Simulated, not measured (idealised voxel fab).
process module | voxel transistor to metal
cross-section cut | 295 nm wide | cells 5 nm
A cross-section is a grid of square cells, given in bands from the top down. A band is one or more rows of cells.
Each band's line starts with the height of the band's top and of its bottom, in nm. Then come its materials from left to right, each with its width in nm. One material with "throughout" fills the band from edge to edge. "air" is empty space.
Height 0 is the level under which the wafer as received is all one material. The lowest band goes on downwards, as in "0 down".
A width such as "30 to 40" changes by the same amount from each row of cells to the next, from the band's top row to its bottom row.
"no change" after a step means that no cell of the cross-section changed.
closed voids: empty space of 8 cells or more with no open way to the top, each as width x height at its distance from the left edge, in nm
after a step's settings: what the simulator itself notes on the step
overlay nm, on a step with a mask: how far to the right of its planned place the mask lay; to the left if negative
plan
1 op RECEIVE | material Si
2 op CONFORMAL_DEP | material SiO2 | thk nm 5
3 op CONFORMAL_DEP | material SiN | thk nm 10
4 op MASKED_ETCH | tone cover | mask id ACTIVE | width nm 115 | pitch nm 135 | etch materials SiN | depth nm 10 | overlay nm 0
5 op MASKED_ETCH | tone cover | mask id ACTIVE | width nm 115 | pitch nm 135 | etch materials SiO2 | depth nm 5 | overlay nm 0
6 op MASKED_ETCH | tone cover | mask id ACTIVE | width nm 115 | pitch nm 135 | etch materials Si | depth nm 20 | overlay nm 0
7 op FILL_DEP | material SiO2 | thk nm 15
8 op CMP | height nm 15
9 op SELECTIVE_ETCH | etch materials SiO2 | depth nm 10
10 op STRIP | etch materials SiN
11 op SELECTIVE_ETCH | etch materials SiO2 | depth nm 5
12 op OXIDIZE | depth nm 5
13 op DIRECTIONAL_DEP | material polySi | thk nm 30
14 op DIRECTIONAL_DEP | material SiCN | thk nm 15
15 op DIRECTIONAL_DEP | material aC | thk nm 15
16 op PATTERN | tone cover | mask id GATE | material resist | width nm 25 | pitch nm 135 | thk nm 35 | overlay nm 0
17 op DIRECTIONAL_ETCH | etch materials aC | depth nm 15
18 op STRIP | etch materials resist
19 op DIRECTIONAL_ETCH | etch materials SiCN | depth nm 25
20 op DIRECTIONAL_ETCH | etch materials polySi | depth nm 40
21 op STRIP | etch materials aC
22 op CONFORMAL_DEP | material SiO2 | thk nm 5
23 op DIRECTIONAL_ETCH | etch materials SiO2 | depth nm 5
24 op CONFORMAL_DEP | material SiN | thk nm 10
25 op DIRECTIONAL_ETCH | etch materials SiN | depth nm 10
26 op DIRECTIONAL_ETCH | etch materials SiO2 | depth nm 5
27 op DIRECTIONAL_ETCH | etch materials Si | depth nm 10
28 op EPI | material SiGe | thk nm 10
29 op FILL_DEP | material SiO2 | thk nm 5
30 op CMP | height nm 30
31 op STRIP | etch materials polySi
32 op SELECTIVE_ETCH | etch materials SiO2 | depth nm 5
33 op CONFORMAL_DEP | material HfO2 | thk nm 5
34 op CONFORMAL_DEP | material TiN | thk nm 5
35 op FILL_DEP | material W | thk nm 10
36 op CMP | height nm 25
37 op DIRECTIONAL_DEP | material SiO2 | thk nm 10
38 op MASKED_ETCH | tone open | mask id CONTACT | width nm 20 | etch materials SiO2 | depth nm 40 | overlay nm 0
39 op CONFORMAL_DEP | material TiN | thk nm 5
40 op FILL_DEP | material W | thk nm 5
41 op CMP | height nm 35
42 op CONFORMAL_DEP | material SiN | thk nm 5
43 op DIRECTIONAL_DEP | material lowk | thk nm 15
44 op MASKED_ETCH | tone open | mask id METAL_1 | width nm 20 | etch materials lowk | depth nm 15 | overlay nm 0
45 op MASKED_ETCH | tone open | mask id METAL_1 | width nm 20 | etch materials SiN | depth nm 5 | overlay nm 0
46 op CONFORMAL_DEP | material TiN | thk nm 5
47 op FILL_DEP | material Cu | thk nm 10
48 op CMP | height nm 55
49 op CONFORMAL_DEP | material SiCN | thk nm 5
50 op DIRECTIONAL_DEP | material lowk | thk nm 30
51 op DIRECTIONAL_DEP | material aC | thk nm 10
52 op PATTERN | tone open | mask id METAL_2_HOLES | material resist | width nm 15 | pitch nm 135 | thk nm 30 | overlay nm 0
53 op DIRECTIONAL_ETCH | etch materials aC | depth nm 10
54 op STRIP | etch materials resist
55 op DIRECTIONAL_ETCH | etch materials lowk | depth nm 30
56 op STRIP | etch materials aC
57 op PATTERN | tone open | mask id METAL_2 | material resist | width nm 20 | pitch nm 135 | thk nm 15 | overlay nm 0
58 op DIRECTIONAL_ETCH | etch materials lowk | depth nm 15
59 op DIRECTIONAL_ETCH | etch materials SiCN | depth nm 5
60 op STRIP | etch materials resist
61 op CONFORMAL_DEP | material TiN | thk nm 5
62 op FILL_DEP | material Ru | thk nm 10
63 op CMP | height nm 90
64 op CONFORMAL_DEP | material SiCN | thk nm 5
as received, after step 1
  0 down: Si throughout
  closed voids: none
first wafer at the end, as planned
  95 to 90: SiCN throughout
  90 to 80: lowk 25 | TiN 5 | Ru 10 | TiN 5 | lowk 115 | TiN 5 | Ru 10 | TiN 5 | lowk 115
  80 to 75: lowk 25 | TiN 5 | Ru 5 | TiN 10 | lowk 115 | TiN 5 | Ru 5 | TiN 10 | lowk 115
  75 to 60: lowk 25 | TiN 5 | Ru 5 | TiN 5 | lowk 120 | TiN 5 | Ru 5 | TiN 5 | lowk 120
  60 to 55: SiCN 25 | TiN 15 | SiCN 120 | TiN 15 | SiCN 120
  55 to 40: lowk 25 | TiN 5 | Cu 10 | TiN 5 | lowk 65 | TiN 5 | Cu 10 | TiN 5 | lowk 30 | TiN 5 | Cu 10 | TiN 5 | lowk 65 | TiN 5 | Cu 10 | TiN 5 | lowk 30
  40 to 35: SiN 25 | TiN 20 | SiN 65 | TiN 20 | SiN 30 | TiN 20 | SiN 65 | TiN 20 | SiN 30
  35 to 25: SiO2 25 | TiN 5 | W 10 | TiN 5 | SiO2 65 | TiN 5 | W 10 | TiN 5 | SiO2 30 | TiN 5 | W 10 | TiN 5 | SiO2 65 | TiN 5 | W 10 | TiN 5 | SiO2 30
  25 to 10: SiO2 25 | TiN 5 | W 10 | TiN 5 | SiO2 5 | SiN 10 | HfO2 5 | TiN 5 | W 15 | TiN 5 | HfO2 5 | SiN 10 | SiO2 5 | TiN 5 | W 10 | TiN 5 | SiO2 30 | TiN 5 | W 10 | TiN 5 | SiO2 5 | SiN 10 | HfO2 5 | TiN 5 | W 15 | TiN 5 | HfO2 5 | SiN 10 | SiO2 5 | TiN 5 | W 10 | TiN 5 | SiO2 30
  10 to 5: SiO2 25 | TiN 5 | W 5 | TiN 10 | SiO2 5 | SiN 10 | HfO2 5 | TiN 5 | W 15 | TiN 5 | HfO2 5 | SiN 10 | SiO2 5 | TiN 10 | W 5 | TiN 5 | SiO2 30 | TiN 5 | W 5 | TiN 10 | SiO2 5 | SiN 10 | HfO2 5 | TiN 5 | W 15 | TiN 5 | HfO2 5 | SiN 10 | SiO2 5 | TiN 10 | W 5 | TiN 5 | SiO2 30
  5 to 0: SiO2 25 | TiN 5 | W 5 | TiN 5 | SiGe 10 | SiN 10 | HfO2 5 | TiN 25 | HfO2 5 | SiN 10 | SiGe 10 | TiN 5 | W 5 | TiN 5 | SiO2 30 | TiN 5 | W 5 | TiN 5 | SiGe 10 | SiN 10 | HfO2 5 | TiN 25 | HfO2 5 | SiN 10 | SiGe 10 | TiN 5 | W 5 | TiN 5 | SiO2 30
  0 to -5: SiO2 25 | TiN 15 | SiGe 10 | SiO2 10 | HfO2 35 | SiO2 10 | SiGe 10 | TiN 15 | SiO2 30 | TiN 15 | SiGe 10 | SiO2 10 | HfO2 35 | SiO2 10 | SiGe 10 | TiN 15 | SiO2 30
  -5 to -15: SiO2 20 | SiGe 30 | Si 55 | SiGe 30 | SiO2 20 | SiGe 30 | Si 55 | SiGe 30 | SiO2 25
  -15 to -20: SiO2 20 | Si 115 | SiO2 20 | Si 115 | SiO2 25
  -20 down: Si throughout
  closed voids: none
second wafer at the end: like start, like plan, one mistake
  95 to 90: SiCN throughout
  90 to 80: lowk 25 | TiN 5 | Ru 10 | TiN 5 | lowk 115 | TiN 5 | Ru 10 | TiN 5 | lowk 115
  80 to 75: lowk 25 | TiN 5 | Ru 5 | TiN 10 | lowk 115 | TiN 5 | Ru 5 | TiN 10 | lowk 115
  75 to 60: lowk 25 | TiN 5 | Ru 5 | TiN 5 | lowk 120 | TiN 5 | Ru 5 | TiN 5 | lowk 120
  60 to 55: SiCN 25 | TiN 15 | SiCN 120 | TiN 15 | SiCN 120
  55 to 40: lowk 25 | TiN 5 | Cu 10 | TiN 5 | lowk 65 | TiN 5 | Cu 10 | TiN 5 | lowk 30 | TiN 5 | Cu 10 | TiN 5 | lowk 65 | TiN 5 | Cu 10 | TiN 5 | lowk 30
  40 to 35: SiN 25 | TiN 20 | SiN 65 | TiN 20 | SiN 30 | TiN 20 | SiN 65 | TiN 20 | SiN 30
  35 to 25: SiO2 25 | TiN 5 | W 10 | TiN 5 | SiO2 65 | TiN 5 | W 10 | TiN 5 | SiO2 30 | TiN 5 | W 10 | TiN 5 | SiO2 65 | TiN 5 | W 10 | TiN 5 | SiO2 30
  25 to 10: SiO2 25 | TiN 5 | W 10 | TiN 5 | SiO2 5 | SiN 10 | HfO2 5 | TiN 5 | W 15 | TiN 5 | HfO2 5 | SiN 10 | SiO2 5 | TiN 5 | W 10 | TiN 5 | SiO2 30 | TiN 5 | W 10 | TiN 5 | SiO2 5 | SiN 10 | HfO2 5 | TiN 5 | W 15 | TiN 5 | HfO2 5 | SiN 10 | SiO2 5 | TiN 5 | W 10 | TiN 5 | SiO2 30
  10 to 5: SiO2 25 | TiN 5 | W 5 | TiN 10 | SiO2 5 | SiN 10 | HfO2 5 | TiN 5 | W 15 | TiN 5 | HfO2 5 | SiN 10 | SiO2 5 | TiN 10 | W 5 | TiN 5 | SiO2 30 | TiN 5 | W 5 | TiN 10 | SiO2 5 | SiN 10 | HfO2 5 | TiN 5 | W 15 | TiN 5 | HfO2 5 | SiN 10 | SiO2 5 | TiN 10 | W 5 | TiN 5 | SiO2 30
  5 to 0: SiO2 25 | TiN 5 | W 5 | TiN 5 | SiGe 10 | SiN 10 | HfO2 5 | TiN 25 | HfO2 5 | SiN 10 | SiGe 10 | TiN 5 | W 5 | TiN 5 | SiO2 30 | TiN 5 | W 5 | TiN 5 | SiGe 10 | SiN 10 | HfO2 5 | TiN 25 | HfO2 5 | SiN 10 | SiGe 10 | TiN 5 | W 5 | TiN 5 | SiO2 30
  0 to -5: SiO2 25 | TiN 15 | SiGe 10 | SiO2 10 | HfO2 35 | SiO2 10 | SiGe 10 | TiN 15 | SiO2 30 | TiN 15 | SiGe 10 | SiO2 10 | HfO2 35 | SiO2 10 | SiGe 10 | TiN 15 | SiO2 30
  -5 to -15: SiO2 20 | SiGe 30 | Si 55 | SiGe 30 | SiO2 20 | SiGe 30 | Si 55 | SiGe 30 | SiO2 25
  -15 to -40: SiO2 20 | Si 115 | SiO2 20 | Si 115 | SiO2 25
  -40 down: Si throughout
  closed voids: none
what went wrong: step 6 was run twice
at the end the second wafer has, in cells: 52 fewer of Si | 52 more of SiO2
